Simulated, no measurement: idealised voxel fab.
A process module follows: voxel transistor to metal.
FYI the section here is cut, 205 nm wide, cells are 5 nm squares.
Cross-section, as written here: a square-cell grid given band by band from the top down, where a band holds one or more rows of cells.
Top, bottom (nm), then materials left to right with widths (nm); lone material tagged "full width" fills the whole band edge to edge; "air" = empty space.
Ref level 0: as-received wafer is one material below here. Bottom band extends down with no lower bound ("0 and below").
Per-row width for "30..40": begins at first number (top row of band), ends at second number (bottom row), increment between rows held constant.
"no modifications" for a step: no cell of the cross-section changed in that step.
For the entry "Enclosed voids", the listed items are empty spaces with no open way to the top whose size is 8 cells or more; each item follows the pattern width x height at distance, where distance is from the left edge and all three are in nm.
Note: text after step settings on the step line = simulator remark on that step.
The "overlay nm" setting may appear on a step's line; for a step that uses a mask, it gives how far to the right of its planned position the mask lay, and a negative value indicates the left.
Here's what the planned process steps look like
1 RECEIVE with material Si
2 CONFORMAL_DEP with material SiO2, thk nm 5
3 CONFORMAL_DEP with material SiN, thk nm 10
4 DIRECTIONAL_DEP with material aC, thk nm 10
5 PATTERN with tone cover, mask id ACTIVE, material resist, width nm 135, thk nm 30, overlay nm 0
6 DIRECTIONAL_ETCH with etch materials aC, depth nm 10
7 STRIP with etch materials resist
8 DIRECTIONAL_ETCH with etch materials SiN, depth nm 10
9 DIRECTIONAL_ETCH with etch materials SiO2, depth nm 5
10 DIRECTIONAL_ETCH with etch materials Si, depth nm 30
11 STRIP with etch materials aC
12 FILL_DEP with material SiO2, thk nm 15
13 CMP with height nm 15
14 SELECTIVE_ETCH with etch materials SiO2, depth nm 10
15 STRIP with etch materials SiN
16 SELECTIVE_ETCH with etch materials SiO2, depth nm 5
17 OXIDIZE with depth nm 5
18 DIRECTIONAL_DEP with material polySi, thk nm 25
19 DIRECTIONAL_DEP with material SiCN, thk nm 15
20 MASKED_ETCH with tone cover, mask id GATE, width nm 35, etch materials SiCN, depth nm 25, overlay nm 0
21 MASKED_ETCH with tone cover, mask id GATE, width nm 35, etch materials polySi, depth nm 35, overlay nm 0
22 CONFORMAL_DEP with material SiN, thk nm 10
23 DIRECTIONAL_ETCH with etch materials SiN, depth nm 10
24 DIRECTIONAL_ETCH with etch materials SiO2, depth nm 5
25 DIRECTIONAL_ETCH with etch materials Si, depth nm 5
26 EPI with material SiGe, thk nm 5
27 FILL_DEP with material SiO2, thk nm 5
28 CMP with height nm 25
29 STRIP with etch materials polySi
30 SELECTIVE_ETCH with etch materials SiO2, depth nm 5
31 CONFORMAL_DEP with material HfO2, thk nm 5
32 CONFORMAL_DEP with material TiN, thk nm 5
33 FILL_DEP with material W, thk nm 10
34 CMP with height nm 20
35 DIRECTIONAL_DEP with material SiO2, thk nm 15
36 PATTERN with tone open, mask id CONTACT, material resist, width nm 20, pitch nm 95, thk nm 20, overlay nm 0
37 DIRECTIONAL_ETCH with etch materials SiO2, depth nm 40
38 STRIP with etch materials resist
39 CONFORMAL_DEP with material TiN, thk nm 5
40 FILL_DEP with material W, thk nm 5
41 CMP with height nm 35
42 DIRECTIONAL_DEP with material TiN, thk nm 5
43 DIRECTIONAL_DEP with material W, thk nm 25
44 DIRECTIONAL_DEP with material aC, thk nm 15
45 PATTERN with tone cover, mask id METAL_1, material resist, width nm 20, pitch nm 95, thk nm 30, overlay nm 0
46 DIRECTIONAL_ETCH with etch materials aC, depth nm 15
47 STRIP with etch materials resist
48 DIRECTIONAL_ETCH with etch materials W, depth nm 25
49 DIRECTIONAL_ETCH with etch materials TiN, depth nm 5
50 STRIP with etch materials aC
51 CONFORMAL_DEP with material SiN, thk nm 5
52 FILL_DEP with material lowk, thk nm 10
53 CMP with height nm 65
54 CONFORMAL_DEP with material SiCN, thk nm 5
So this is the incoming wafer in cross-section - it's already been through step 1
  0 and below = Si full width
  Enclosed voids: none
a wafer at the end: this start, this plan, one mistake
  70 down to 65 = SiCN full width
  65 down to 40 = 40 lowk  5 SiN  20 W  5 SiN  65 lowk  5 SiN  20 W  5 SiN  40 lowk
  40 down to 35 = 45 SiN  20 TiN  75 SiN  20 TiN  45 SiN
  35 down to 20 = 45 SiO2  5 TiN  10 W  5 TiN  75 SiO2  5 TiN  10 W  5 TiN  45 SiO2
  20 down to 5 = 45 SiO2  5 TiN  10 W  5 TiN  10 SiO2  10 SiN  5 TiN  5 HfO2  15 W  5 HfO2  5 TiN  10 SiN  10 SiO2  5 TiN  10 W  5 TiN  45 SiO2
  5 down to 0 = 45 SiO2  5 TiN  10 W  5 TiN  10 SiO2  10 SiN  5 TiN  25 HfO2  5 TiN  10 SiN  10 SiO2  5 TiN  10 W  5 TiN  45 SiO2
  0 down to -5 = 45 SiO2  20 TiN  5 SiO2  5 SiGe  5 SiO2  45 TiN  5 SiO2  5 SiGe  5 SiO2  20 TiN  45 SiO2
  -5 down to -10 = 35 SiO2  40 SiGe  55 Si  40 SiGe  35 SiO2
  -10 down to -30 = 35 SiO2  135 Si  35 SiO2
  -30 and below = Si full width
  Enclosed voids: none
Misprocessing identified: steps 31 and 32 of the plan were each performed in the slot designated for the other
